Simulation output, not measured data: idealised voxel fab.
Process module name: voxel capacitor over wiring
The cross-section shown here is cut; it is 270 nm wide and divided into square cells measuring 5 nm on a side.
Reading order for cross-sections: top band down to bottom band. Underlying form: a grid of square cells. Band size: one or more rows of cells.
Band: top height; bottom height; in nm. Then, left to right: material with width in nm, for each material. "throughout": a single material spanning edge to edge. "blank": empty space.
Heights are reckoned from 0. Under this level, the received wafer is all of one material. The bottommost band is open-ended downward, for example "0 nm and below".
It should be noted that a width expressed as "30 to 40" varies in equal increments from row to row of cells within the band, taking the value of the first number at the top row and that of the second number at the bottom row.
The designation "changes: none", where it is given for a processing step, indicates that no cell of the cross-section was altered in the course of that step.
You'll see "Sealed cavities" listing empty spaces that have no way open to the top, as long as they're 8 cells or more; the notation is width x height at distance, where the distance is from the left edge, and all of it is in nm.
If you see something after the settings on a step's line, that's the simulator's own remark about that step.
overlay nm: where the mask lay relative to plan, measured to the right, on steps with a mask; negatives go left.

LISTED BELOW ARE THE PROCESS STEPS AS PLANNED
1. RECEIVE,material Si
2. CONFORMAL_DEP,material SiO2,thk nm 10
3. DIRECTIONAL_DEP,material TiN,thk nm 5
4. DIRECTIONAL_DEP,material W,thk nm 15
5. MASKED_ETCH,tone cover,mask id METAL_1,width nm 25,pitch nm 95,etch materials W,depth nm 15,overlay nm 0
6. MASKED_ETCH,tone cover,mask id METAL_1,width nm 25,pitch nm 95,etch materials TiN,depth nm 5,overlay nm 0
7. CONFORMAL_DEP,material SiCN,thk nm 5
8. FILL_DEP,material lowk,thk nm 10
9. CMP,height nm 30
10. CONFORMAL_DEP,material SiCN,thk nm 5
11. DIRECTIONAL_DEP,material SiO2,thk nm 10
12. DIRECTIONAL_DEP,material aC,thk nm 15
13. PATTERN,tone open,mask id PLUG_1,material resist,width nm 15,thk nm 30,overlay nm 0
14. DIRECTIONAL_ETCH,etch materials aC,depth nm 15
15. STRIP,etch materials resist
16. DIRECTIONAL_ETCH,etch materials SiO2,depth nm 10
17. DIRECTIONAL_ETCH,etch materials SiCN,depth nm 5
18. STRIP,etch materials aC
19. EPI,material Ru,thk nm 10
20. EPI,material Ru,thk nm 5
21. DIRECTIONAL_DEP,material TiN,thk nm 10
22. DIRECTIONAL_DEP,material HfO2,thk nm 5
23. DIRECTIONAL_DEP,material TiN,thk nm 5
24. MASKED_ETCH,tone cover,mask id UPPER_PLATE,width nm 75,etch materials TiN,depth nm 5,overlay nm 0
25. MASKED_ETCH,tone cover,mask id UPPER_PLATE,width nm 75,etch materials HfO2,depth nm 5,overlay nm 0
26. DIRECTIONAL_DEP,material aC,thk nm 10
27. PATTERN,tone cover,mask id LOWER_PLATE,material resist,width nm 85,thk nm 25,overlay nm 0
28. DIRECTIONAL_ETCH,etch materials aC,depth nm 10
29. STRIP,etch materials resist
30. DIRECTIONAL_ETCH,etch materials TiN,depth nm 10
31. STRIP,etch materials aC
32. FILL_DEP,material SiO2,thk nm 20
33. CMP,height nm 80
34. PATTERN,tone open,mask id PLUG_2,material resist,width nm 15,thk nm 20,overlay nm 0
35. DIRECTIONAL_ETCH,etch materials SiO2,depth nm 15
36. STRIP,etch materials resist
37. CONFORMAL_DEP,material TiN,thk nm 5
38. FILL_DEP,material W,thk nm 10
39. CMP,height nm 80
40. CONFORMAL_DEP,material SiN,thk nm 5

WAFER AS RECEIVED: CROSS-SECTION FOLLOWING STEP 1
  0 nm and below = Si throughout
  Sealed cavities: none

FIRST OF TWO WAFERS AT THE END OF THE MODULE, SHOWN IN CROSS-SECTION; RUN CARRIED OUT AS PLANNED
  85 nm to 80 nm = SiN throughout
  80 nm to 70 nm = SiO2 95 nm  TiN 5 nm  W 5 nm  TiN 5 nm  SiO2 160 nm
  70 nm to 60 nm = SiO2 95 to 85 nm  TiN 15 to 75 nm  SiO2 160 to 110 nm
  60 nm to 55 nm = SiO2 85 nm  HfO2 75 nm  SiO2 110 nm
  55 nm to 45 nm = SiO2 80 nm  TiN 85 nm  SiO2 105 nm
  45 nm to 35 nm = SiO2 85 nm  Ru 15 nm  SiO2 170 nm
  35 nm to 30 nm = SiCN 85 nm  Ru 15 nm  SiCN 170 nm
  30 nm to 15 nm = lowk 70 nm  SiCN 5 nm  W 25 nm  SiCN 5 nm  lowk 60 nm  SiCN 5 nm  W 25 nm  SiCN 5 nm  lowk 70 nm
  15 nm to 10 nm = SiCN 75 nm  TiN 25 nm  SiCN 70 nm  TiN 25 nm  SiCN 75 nm
  10 nm to 0 nm = SiO2 throughout
  0 nm and below = Si throughout
  Sealed cavities: none

SECOND WAFER OF THE TWO, SECTIONED AT THE END OF THE MODULE. IT BEGAN LIKE THE FIRST AND FOLLOWED THE SAME PLAN, BUT ONE MISTAKE WAS MADE WHILE RUNNING IT
  85 nm to 80 nm = SiN throughout
  80 nm to 70 nm = SiO2 95 nm  TiN 5 nm  W 5 nm  TiN 5 nm  SiO2 160 nm
  70 nm to 60 nm = SiO2 95 to 85 nm  TiN 15 to 70 nm  SiO2 160 to 115 nm
  60 nm to 55 nm = SiO2 85 nm  HfO2 75 nm  SiO2 110 nm
  55 nm to 45 nm = SiO2 70 nm  TiN 90 nm  SiO2 110 nm
  45 nm to 35 nm = SiO2 85 nm  Ru 15 nm  SiO2 170 nm
  35 nm to 30 nm = SiCN 85 nm  Ru 15 nm  SiCN 170 nm
  30 nm to 15 nm = lowk 70 nm  SiCN 5 nm  W 25 nm  SiCN 5 nm  lowk 60 nm  SiCN 5 nm  W 25 nm  SiCN 5 nm  lowk 70 nm
  15 nm to 10 nm = SiCN 75 nm  TiN 25 nm  SiCN 70 nm  TiN 25 nm  SiCN 75 nm
  10 nm to 0 nm = SiO2 throughout
  0 nm and below = Si throughout
  Sealed cavities: none
Processing error: step 27 ran differently from the plan; actual operation with settings: PATTERN,tone cover,mask id LOWER_PLATE,material resist,width nm 85,thk nm 25,overlay nm -10
Counted in cells at the end, the second wafer holds more or fewer of these materials than the first: SiO2: 1 fewer; TiN: 1 more
